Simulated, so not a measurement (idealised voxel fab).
process module | voxel transistor to metal
cross-section cut | 205 nm wide | cells 5 nm
A cross-section is a grid of square cells, given in bands from the top down. A band is one or more rows of cells.
Each band's line starts with the height of the band's top and of its bottom, in nm. Then come its materials from left to right, each with its width in nm. One material with "throughout" fills the band from edge to edge. "air" is empty space.
Height 0 is the level under which the wafer as received is all one material. The lowest band goes on downwards, as in "0 down".
A width such as "30 to 40" changes by the same amount from each row of cells to the next, from the band's top row to its bottom row.
"no change" after a step means that no cell of the cross-section changed.
closed voids: empty space of 8 cells or more with no open way to the top, each as width x height at its distance from the left edge, in nm
after a step's settings: what the simulator itself notes on the step
overlay nm, on a step with a mask: how far to the right of its planned place the mask lay; to the left if negative
plan
1 op RECEIVE | material Si
2 op OXIDIZE | depth nm 5
3 op CONFORMAL_DEP | material SiN | thk nm 15
4 op DIRECTIONAL_DEP | material aC | thk nm 10
5 op PATTERN | tone cover | mask id ACTIVE | material resist | width nm 105 | thk nm 30 | overlay nm 0
6 op DIRECTIONAL_ETCH | etch materials aC | depth nm 10
7 op STRIP | etch materials resist
8 op DIRECTIONAL_ETCH | etch materials SiN | depth nm 15
9 op DIRECTIONAL_ETCH | etch materials SiO2 | depth nm 5
10 op DIRECTIONAL_ETCH | etch materials Si | depth nm 35
11 op STRIP | etch materials aC
12 op FILL_DEP | material SiO2 | thk nm 15
13 op CMP | height nm 15
14 op SELECTIVE_ETCH | etch materials SiO2 | depth nm 5
15 op STRIP | etch materials SiN
16 op SELECTIVE_ETCH | etch materials SiO2 | depth nm 5
17 op OXIDIZE | depth nm 5
18 op DIRECTIONAL_DEP | material polySi | thk nm 25
19 op DIRECTIONAL_DEP | material SiCN | thk nm 15
20 op MASKED_ETCH | tone cover | mask id GATE | width nm 25 | etch materials SiCN | depth nm 25 | overlay nm 0
21 op MASKED_ETCH | tone cover | mask id GATE | width nm 25 | etch materials polySi | depth nm 35 | overlay nm 0
22 op CONFORMAL_DEP | material SiN | thk nm 5
23 op DIRECTIONAL_ETCH | etch materials SiN | depth nm 5
24 op DIRECTIONAL_ETCH | etch materials SiO2 | depth nm 5
25 op EPI | material SiGe | thk nm 5
26 op FILL_DEP | material SiO2 | thk nm 5
27 op CMP | height nm 35
28 op DIRECTIONAL_DEP | material SiO2 | thk nm 10
29 op MASKED_ETCH | tone open | mask id CONTACT | width nm 30 | pitch nm 65 | etch materials SiO2 | depth nm 50 | overlay nm 0
30 op CONFORMAL_DEP | material TiN | thk nm 5
31 op FILL_DEP | material W | thk nm 5
32 op CMP | height nm 45
33 op DIRECTIONAL_DEP | material TiN | thk nm 5
34 op DIRECTIONAL_DEP | material W | thk nm 25
35 op MASKED_ETCH | tone cover | mask id METAL_1 | width nm 15 | pitch nm 80 | etch materials W | depth nm 25 | overlay nm 0
36 op MASKED_ETCH | tone cover | mask id METAL_1 | width nm 15 | pitch nm 80 | etch materials TiN | depth nm 5 | overlay nm 0
37 op FILL_DEP | material lowk | thk nm 5
38 op CMP | height nm 75
39 op CONFORMAL_DEP | material SiCN | thk nm 5
40 op DIRECTIONAL_DEP | material lowk | thk nm 25
41 op DIRECTIONAL_DEP | material aC | thk nm 15
42 op PATTERN | tone open | mask id METAL_2 | material resist | width nm 15 | pitch nm 80 | thk nm 30 | overlay nm 0
43 op DIRECTIONAL_ETCH | etch materials aC | depth nm 15
44 op STRIP | etch materials resist
45 op DIRECTIONAL_ETCH | etch materials lowk | depth nm 15
46 op STRIP | etch materials aC
47 op DIRECTIONAL_DEP | material aC | thk nm 10
48 op PATTERN | tone open | mask id METAL_2_HOLES | material resist | width nm 15 | pitch nm 80 | thk nm 30 | overlay nm 0
49 op DIRECTIONAL_ETCH | etch materials aC | depth nm 10
50 op STRIP | etch materials resist
51 op DIRECTIONAL_ETCH | etch materials lowk | depth nm 10
52 op DIRECTIONAL_ETCH | etch materials SiCN | depth nm 5
53 op STRIP | etch materials aC
54 op CONFORMAL_DEP | material TiN | thk nm 5
55 op FILL_DEP | material Cu | thk nm 5
56 op CMP | height nm 105
57 op CONFORMAL_DEP | material SiCN | thk nm 5
as received, after step 1
  0 down: Si throughout
  closed voids: none
a wafer at the end: this start, this plan, one mistake
  110 to 105: SiCN throughout
  105 to 80: lowk 55 | TiN 5 | Cu 5 | TiN 5 | lowk 65 | TiN 5 | Cu 5 | TiN 5 | lowk 55
  80 to 75: SiCN 55 | TiN 15 | SiCN 65 | TiN 15 | SiCN 55
  75 to 50: lowk 55 | W 15 | lowk 65 | W 15 | lowk 55
  50 to 45: lowk 55 | TiN 15 | lowk 65 | TiN 15 | lowk 55
  45 to 35: SiO2 55 | TiN 5 | W 20 | TiN 5 | SiO2 35 | TiN 5 | W 20 | TiN 5 | SiO2 55
  35 to 20: SiO2 55 | TiN 5 | W 20 | TiN 5 | SiN 5 | SiCN 25 | SiN 5 | TiN 5 | W 20 | TiN 5 | SiO2 55
  20 to 10: SiO2 55 | TiN 5 | W 20 | TiN 5 | SiN 5 | polySi 25 | SiN 5 | TiN 5 | W 20 | TiN 5 | SiO2 55
  10 to 5: SiO2 55 | TiN 10 | W 15 | TiN 5 | SiN 5 | polySi 25 | SiN 5 | TiN 5 | W 20 | TiN 5 | SiO2 55
  5 to 0: SiO2 55 | SiN 5 | TiN 5 | W 15 | TiN 5 | SiN 5 | polySi 25 | SiN 5 | TiN 5 | W 20 | TiN 5 | SiO2 15 | SiN 5 | SiO2 35
  0 to -5: SiO2 55 | SiN 5 | TiN 25 | SiN 5 | polySi 25 | SiN 5 | TiN 30 | SiO2 15 | SiN 5 | SiO2 35
  -5 to -10: SiO2 60 | SiGe 25 | SiO2 35 | SiGe 45 | SiO2 40
  -10 to -40: SiO2 60 | Si 105 | SiO2 40
  -40 down: Si throughout
  closed voids: none
what went wrong: step 5 ran as: op PATTERN | tone cover | mask id ACTIVE | material resist | width nm 105 | thk nm 30 | overlay nm 10
